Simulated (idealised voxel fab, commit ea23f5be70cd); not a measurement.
Documented hereafter: the process module known as voxel fin reveal.
It is cross-section cut that appears here, measuring 205 nm in width, its square cells being 5 nm in size.
Heads up, the way a cross-section reads in here is a grid of square cells, handed over as bands from the top down, with every band being one or more rows of cells.
Quick guide to a band line: top height, bottom height (nm) up front; then every material left to right with its width in nm. Only one material and it's marked "all across"? Then it fills the band edge to edge. And "blank" just means empty space.
We count height from 0. Below that, the starting wafer is all one material. The lowest band never ends at the bottom but goes on down; see "0..down" for how that is written.
When a width is written as two numbers, as in "30 to 40", the first number is the width in the top row of cells of the band and the second is the width in its bottom row, and the width changes by the same amount from each row to the next.
"changes: none", as given for a step, is the statement that not any cell of the cross-section underwent a change during that step.
Listed in "Fully closed voids": every empty space of 8 or more cells without an open way to the top. Form: width x height at distance, the distance being from the left edge, all in nm.
On a step's line, text after the settings is the simulator commenting on that step.
overlay nm: how far to the right of its planned place the mask lay on this masked step (negative: to the left).
Set out below are the planned steps of the process:
1: RECEIVE: material Si
2: CONFORMAL_DEP: material SiN, thk nm 5
3: DIRECTIONAL_DEP: material aC, thk nm 10
4: PATTERN: tone cover, mask id FINS, material resist, width nm 15, pitch nm 40, thk nm 25, overlay nm 0
5: DIRECTIONAL_ETCH: etch materials aC, depth nm 10
6: STRIP: etch materials resist
7: DIRECTIONAL_ETCH: etch materials SiN, depth nm 5
8: DIRECTIONAL_ETCH: etch materials Si, depth nm 35
9: STRIP: etch materials aC
10: OXIDIZE: depth nm 5
11: FILL_DEP: material SiO2, thk nm 5
12: CMP: height nm 5
13: SELECTIVE_ETCH: etch materials SiO2, depth nm 15
14: STRIP: etch materials SiN
15: CONFORMAL_DEP: material SiO2, thk nm 5
as received, after step 1:
0..down | Si all across
Fully closed voids: none
Sectioned view, first of two wafers, at the close of the module, processed as intended in the plan:
5..0 | blank: 35, SiO2: 15, blank: 25, SiO2: 15, blank: 25, SiO2: 15, blank: 25, SiO2: 15, blank: 35
0..-5 | blank: 35, SiO2: 5, Si: 5, SiO2: 5, blank: 25, SiO2: 5, Si: 5, SiO2: 5, blank: 25, SiO2: 5, Si: 5, SiO2: 5, blank: 25, SiO2: 5, Si: 5, SiO2: 5, blank: 35
-5..-40 | SiO2: 40, Si: 5, SiO2: 35, Si: 5, SiO2: 35, Si: 5, SiO2: 35, Si: 5, SiO2: 40
-40..down | Si all across
Fully closed voids: none
This cross-section belongs to the second wafer of two at the end of the module; the start and the plan were shared with the first, and the run included one mistake:
0..-10 | blank: 40, Si: 5, blank: 35, Si: 5, blank: 35, Si: 5, blank: 35, Si: 5, blank: 40
-10..-40 | SiO2: 40, Si: 5, SiO2: 35, Si: 5, SiO2: 35, Si: 5, SiO2: 35, Si: 5, SiO2: 40
-40..down | Si all across
Fully closed voids: none
In executing the process, a mistake was made relative to the plan: plan step 15 never ran because it was skipped
Once processing is complete, comparing cell counts shows that the second wafer has more or fewer of certain materials than the first: -57 SiO2
